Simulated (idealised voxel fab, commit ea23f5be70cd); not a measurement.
The process module that follows is named voxel fin reveal.
Each square cell in cross-section cut measures 5 nm, and the section as a whole is 250 nm wide.
Format of a cross-section: grid, square cells. Given as bands. Order: top down. Band: one or more rows of cells.
Each band's line starts with the height of the band's top and of its bottom, in nm. Then come its materials from left to right, each with its width in nm. One material with "edge to edge" fills the band from edge to edge. "air" is empty space.
Where do heights start? At 0: under that level the wafer as delivered is made of one material only. And the lowest band has no floor; it just carries on downward, as in "0 -> down".
Note: "30 to 40" means the width goes from the first number (top row of the band) to the second number (bottom row) in equal steps per row of cells.
Take "remains unaltered" at face value: in the step it is given for, the cross-section changed in none of its cells.
In "Non-vented voids" the enclosed voids are listed, meaning empty spaces of 8 cells or larger without any opening to the top. The form is width x height at distance, distance from the left edge, units nm.
It should be noted that, on the line of a given step, the content following the step's settings is a remark produced by the simulator itself with respect to that step.
overlay nm: how far to the right of its planned place the mask lay on this masked step (negative: to the left).
Planned step list for the process
| 1 | RECEIVE (material Si) |
| 2 | CONFORMAL_DEP (material SiN; thk nm 5) |
| 3 | DIRECTIONAL_DEP (material aC; thk nm 15) |
| 4 | PATTERN (tone cover; mask id FINS; material resist; width nm 15; pitch nm 35; thk nm 35; overlay nm 0) |
| 5 | DIRECTIONAL_ETCH (etch materials aC; depth nm 15) |
| 6 | STRIP (etch materials resist) |
| 7 | DIRECTIONAL_ETCH (etch materials SiN; depth nm 5) |
| 8 | DIRECTIONAL_ETCH (etch materials Si; depth nm 30) |
| 9 | STRIP (etch materials aC) |
| 10 | OXIDIZE (depth nm 5) |
| 11 | FILL_DEP (material SiO2; thk nm 15) |
| 12 | CMP (height nm 5) |
| 13 | SELECTIVE_ETCH (etch materials SiO2; depth nm 15) |
| 14 | STRIP (etch materials SiN) |
Shown in cross-section is the wafer as received, that is, as it stands after step 1
  0 -> down = Si edge to edge
  Non-vented voids: none
Cross-section taken at module completion on the first of two wafers; processed per the plan
  0 -> -10 = air (70) / Si (5) / air (30) / Si (5) / air (30) / Si (5) / air (30) / Si (5) / air (70)
  -10 -> -35 = SiO2 (70) / Si (5) / SiO2 (30) / Si (5) / SiO2 (30) / Si (5) / SiO2 (30) / Si (5) / SiO2 (70)
  -35 -> down = Si edge to edge
  Non-vented voids: none
End-of-module cross-section of the second wafer: identical starting point and process plan to the first, with one processing mistake
  0 -> -10 = air (60) / Si (5) / air (30) / Si (5) / air (30) / Si (5) / air (30) / Si (5) / air (80)
  -10 -> -35 = SiO2 (60) / Si (5) / SiO2 (30) / Si (5) / SiO2 (30) / Si (5) / SiO2 (30) / Si (5) / SiO2 (80)
  -35 -> down = Si edge to edge
  Non-vented voids: none
What was done differently from what was planned? step 4 was run on a setting that differed from the plan, and what really ran there is PATTERN (tone cover; mask id FINS; material resist; width nm 15; pitch nm 35; thk nm 35; overlay nm -10)
Final state: per-material cell counts identical on both wafers; locations differ.
